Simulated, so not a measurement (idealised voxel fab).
process module | voxel tone inversion
Displayed cross-section: cut, width of 145 nm, square cells sized 5 nm.
A cross-section in this document is a grid of square cells, and it is written down as bands, the top band listed before the ones below it; a band is made up of one or more rows of cells.
First you get the band's top height and its bottom height, in nm, and then the materials it's made of, left to right, with each width in nm. If you see a single material with "all across", that one covers the band edge to edge. "air" is empty space.
Height 0 is the level under which the wafer as received is all one material. The lowest band goes on downwards, as in "0..down".
Note: "30->40" means the width goes from the first number (top row of the band) to the second number (bottom row) in equal steps per row of cells.
Where a step carries "no change", the cross-section came out of it unchanged, cell for cell.
Entry "Closed void catalog" = empty spaces >= 8 cells with no open way to the top; each as width x height at distance, distance from left edge, all nm.
Read whatever lies past the settings on a step's line as the simulator's own remark about the step.
The setting "overlay nm" may be written on the line of a step. When the step uses a mask, the value reports how far to the right of the planned place the mask lay, and a negative value reports that it lay to the left.

-- Process steps (planned)
1,op RECEIVE | material Si
2,op CONFORMAL_DEP | material SiCN | thk nm 10
3,op DIRECTIONAL_DEP | material aC | thk nm 15
4,op PATTERN | tone cover | mask id POSTS | material resist | width nm 15 | pitch nm 30 | thk nm 20 | overlay nm -5
5,op DIRECTIONAL_ETCH | etch materials aC | depth nm 15
6,op STRIP | etch materials resist
7,op FILL_DEP | material SiO2 | thk nm 5
8,op CMP | height nm 25
9,op STRIP | etch materials aC
10,op CONFORMAL_DEP | material TiN | thk nm 5
11,op FILL_DEP | material Ru | thk nm 5
12,op CMP | height nm 25
13,op CONFORMAL_DEP | material SiCN | thk nm 5
varied across the wafers: overlay nm of step 4. The plan shows the first wafer's value. All wafers start alike

-- Cross-section of the first of several wafers on receipt, reflecting completion of step 1
  0..down = Si all across
  Closed void catalog: none

-- The following table contains a row per wafer, in which are reported, at the conclusion of the module, the cells of each material gained (+) or lost (-) since the wafer's receipt, with its closed voids given thereafter
overlay nm -5 | +8 Ru | +87 SiCN | +51 SiO2 | +28 TiN | Closed void catalog: none
overlay nm 0 | +8 Ru | +87 SiCN | +51 SiO2 | +28 TiN | Closed void catalog: none
overlay nm 5 | +8 Ru | +87 SiCN | +51 SiO2 | +28 TiN | Closed void catalog: none
